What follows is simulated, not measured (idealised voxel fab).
Proc. module: voxel ribs on slabs
Cross-sectional view cut (width: 160 nm; square cell size: 5 nm).
Bands, listed from the top down, are how a cross-section gets written in this document; the cross-section itself is a grid of square cells, and a band is one or more rows of them. Band entry format. Leading values: height of top, height of bottom, nm. Remainder: materials in left-to-right order, each with its width in nm. Special words: "everywhere" on a single material, which then fills the band edge to edge; "empty", empty space. Counting heights begins at 0, where everything beneath is, in the wafer as received, one material. The lowest band has no bottom; it goes on downwards, as "z 0 and below" shows. Read "30 to 40" as a graded width: first number on top, second number at the bottom, same change between each pair of neighbouring rows. It should be understood that the words "nothing was modified", when stated for a given step, signify that the cross-section underwent no change in any of its cells during that step. Under "Closed internal voids" you'll find the enclosed gaps, the ones with no way out to the top, that are 8 cells or bigger; each reads width x height at distance, with distance counted from the left edge, everything in nm. On each step's line, the part that comes after the settings is the simulator's own comment on the step. When a step includes a mask, the "overlay nm" setting on its line states how far to the right of its planned place that mask lay, and negative values state how far to the left.
So here's the lineup of process steps we planned:
- 1: RECEIVE | material Si
- 2: DIRECTIONAL_DEP | material SiO2 | thk nm 20
- 3: DIRECTIONAL_DEP | material polySi | thk nm 20
- 4: MASKED_ETCH | tone cover | mask id RIB | width nm 30 | etch materials polySi | depth nm 5 | overlay nm 0
- 5: PATTERN | tone cover | mask id SLAB | material resist | width nm 80 | thk nm 20 | overlay nm 0
- 6: DIRECTIONAL_ETCH | etch materials polySi | depth nm 15
- 7: STRIP | etch materials resist
- 8: FILL_DEP | material SiO2 | thk nm 20
- 9: CMP | height nm 55
- 10: DIRECTIONAL_DEP | material W | thk nm 10
- 11: MASKED_ETCH | tone cover | mask id HEATER | width nm 40 | etch materials W | depth nm 10 | overlay nm 0
- 12: CONFORMAL_DEP | material SiN | thk nm 5
First wafer out of two, processed as planned:
Cross-section: wafer on arrival = after step 1:
z 0 and below = Si everywhere
Closed internal voids: none
The wafer in cross-section once step 2 is complete:
z 20 to 0 = SiO2 everywhere
Rest of section, below 0: as before.
The wafer in cross-section once step 3 is complete:
z 40 to 20 = polySi everywhere
Rest of section, below 20: as before.
The wafer in cross-section once step 4 is complete:
z 40 to 35 = empty: 65 / polySi: 30 / empty: 65
Rest of section, below 35: as before.
The wafer in cross-section once step 5 is complete:
z 60 to 40 = empty: 40 / resist: 80 / empty: 40
z 40 to 35 = empty: 40 / resist: 25 / polySi: 30 / resist: 25 / empty: 40
Rest of section, below 35: as before.
The wafer in cross-section once step 6 is complete:
z 60 to 40 = empty: 40 / resist: 80 / empty: 40
z 40 to 35 = empty: 40 / resist: 25 / polySi: 30 / resist: 25 / empty: 40
z 35 to 20 = empty: 40 / polySi: 80 / empty: 40
Rest of section, below 20: as before.
The wafer in cross-section once step 7 is complete:
z 40 to 35 = empty: 65 / polySi: 30 / empty: 65
Rest of section, below 35: as before.
The wafer in cross-section once step 8 is complete:
z 60 to 40 = SiO2 everywhere
z 40 to 35 = SiO2: 65 / polySi: 30 / SiO2: 65
z 35 to 20 = SiO2: 40 / polySi: 80 / SiO2: 40
Rest of section, below 20: as before.
The wafer in cross-section once step 9 is complete:
z 55 to 40 = SiO2 everywhere
Rest of section, below 40: as before.
The wafer in cross-section once step 10 is complete:
z 65 to 55 = W everywhere
Rest of section, below 55: as before.
The wafer in cross-section once step 11 is complete:
z 65 to 55 = empty: 60 / W: 40 / empty: 60
Rest of section, below 55: as before.
The wafer in cross-section once step 12 is complete:
z 70 to 65 = empty: 55 / SiN: 50 / empty: 55
z 65 to 60 = empty: 55 / SiN: 5 / W: 40 / SiN: 5 / empty: 55
z 60 to 55 = SiN: 60 / W: 40 / SiN: 60
Rest of section, below 55: as before.
Second of two: same start, same plan, one run error; steps up to and including 4 match the first:
Cross-section of the second wafer at the time by which step 5 should have been completed according to the plan:
z 60 to 40 = empty: 30 / resist: 80 / empty: 50
z 40 to 35 = empty: 30 / resist: 35 / polySi: 30 / resist: 15 / empty: 50
Rest of section, below 35: as before.
Cross-section of the second wafer at the time by which step 6 should have been completed according to the plan:
z 60 to 40 = empty: 30 / resist: 80 / empty: 50
z 40 to 35 = empty: 30 / resist: 35 / polySi: 30 / resist: 15 / empty: 50
z 35 to 20 = empty: 30 / polySi: 80 / empty: 50
Rest of section, below 20: as before.
Cross-section of the second wafer at the time by which step 7 should have been completed according to the plan:
z 40 to 35 = empty: 65 / polySi: 30 / empty: 65
Rest of section, below 35: as before.
Cross-section of the second wafer at the time by which step 8 should have been completed according to the plan:
z 60 to 40 = SiO2 everywhere
z 40 to 35 = SiO2: 65 / polySi: 30 / SiO2: 65
z 35 to 20 = SiO2: 30 / polySi: 80 / SiO2: 50
Rest of section, below 20: as before.
Cross-section of the second wafer at the time by which step 9 should have been completed according to the plan:
z 55 to 40 = SiO2 everywhere
Rest of section, below 40: as before.
Cross-section of the second wafer at the time by which step 10 should have been completed according to the plan:
z 65 to 55 = W everywhere
Rest of section, below 55: as before.
Cross-section of the second wafer at the time by which step 11 should have been completed according to the plan:
z 65 to 55 = empty: 60 / W: 40 / empty: 60
Rest of section, below 55: as before.
Cross-section of the second wafer at the time by which step 12 should have been completed according to the plan:
z 70 to 65 = empty: 55 / SiN: 50 / empty: 55
z 65 to 60 = empty: 55 / SiN: 5 / W: 40 / SiN: 5 / empty: 55
z 60 to 55 = SiN: 60 / W: 40 / SiN: 60
Rest of section, below 55: as before.
Misprocessing identified: step 5 ran with different settings than intended, the actual operation and settings being PATTERN | tone cover | mask id SLAB | material resist | width nm 80 | thk nm 20 | overlay nm -10
Same inventory, different map: at the end, the second wafer holds as many cells of each material as the first, placed elsewhere.
